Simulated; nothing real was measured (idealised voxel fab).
The document below concerns the process module designated voxel spacer lines.
The cross-section shown here is cut; it is 155 nm wide and divided into square cells measuring 5 nm on a side.
Each cross-section below is a grid of square cells, stated as bands in top-down order, with one or more rows of cells making up each band.
First you get the band's top height and its bottom height, in nm, and then the materials it's made of, left to right, with each width in nm. If you see a single material with "edge to edge", that one covers the band edge to edge. "empty" is empty space.
Where do heights start? At 0: under that level the wafer as delivered is made of one material only. And the lowest band has no floor; it just carries on downward, as in "0..down".
The two numbers in a width such as "30 to 40" mark its ends across the band: the first belongs to the top row of cells, the second to the bottom row, and from each row to the next the width moves by the same amount.
The cross-section has no changed cell in any step marked "changes: none".
The entry "Closed void list" lists the empty spaces that cover at least 8 cells and have no open path to the top. Each is written as width x height at distance, where the distance is measured from the left edge and all three values are in nm.
On a step's line, text after the settings is the simulator commenting on that step.
A step line may carry the setting "overlay nm", which, for steps involving a mask, states the distance by which the mask lay to the right of its intended position; negative values denote displacement to the left.

[Set out below are the planned steps of the process]
1) RECEIVE | material Si
2) CONFORMAL_DEP | material SiO2 | thk nm 10
3) DIRECTIONAL_DEP | material polySi | thk nm 10
4) DIRECTIONAL_DEP | material aC | thk nm 30
5) PATTERN | tone cover | mask id MANDREL | material resist | width nm 20 | pitch nm 60 | thk nm 35 | overlay nm 0
6) DIRECTIONAL_ETCH | etch materials aC | depth nm 30
7) STRIP | etch materials resist
8) CONFORMAL_DEP | material SiN | thk nm 10
9) DIRECTIONAL_ETCH | etch materials SiN | depth nm 10
10) STRIP | etch materials aC
11) DIRECTIONAL_ETCH | etch materials polySi | depth nm 10
12) STRIP | etch materials SiN

[Received-state cross-section, reflecting completion of step 1]
  0..down  Si edge to edge
  Closed void list: none

[Run as planned - first of the two wafers cross-sectioned at the end of the module]
  20..10  empty: 25; polySi: 10; empty: 20; polySi: 10; empty: 20; polySi: 10; empty: 20; polySi: 10; empty: 30
  10..0  SiO2 edge to edge
  0..down  Si edge to edge
  Closed void list: none

[Wafer two (of two), end-of-module cross-section: start = wafer one, plan = wafer one, one run mistake]
  20..10  empty: 25; polySi: 40; empty: 20; polySi: 40; empty: 30
  10..0  SiO2 edge to edge
  0..down  Si edge to edge
  Closed void list: none
What broke from the plan during processing? steps 10 and 11 run out of order (swapped)
FYI, end of process, the second wafer has more or fewer cells of some materials than the first: +16 polySi
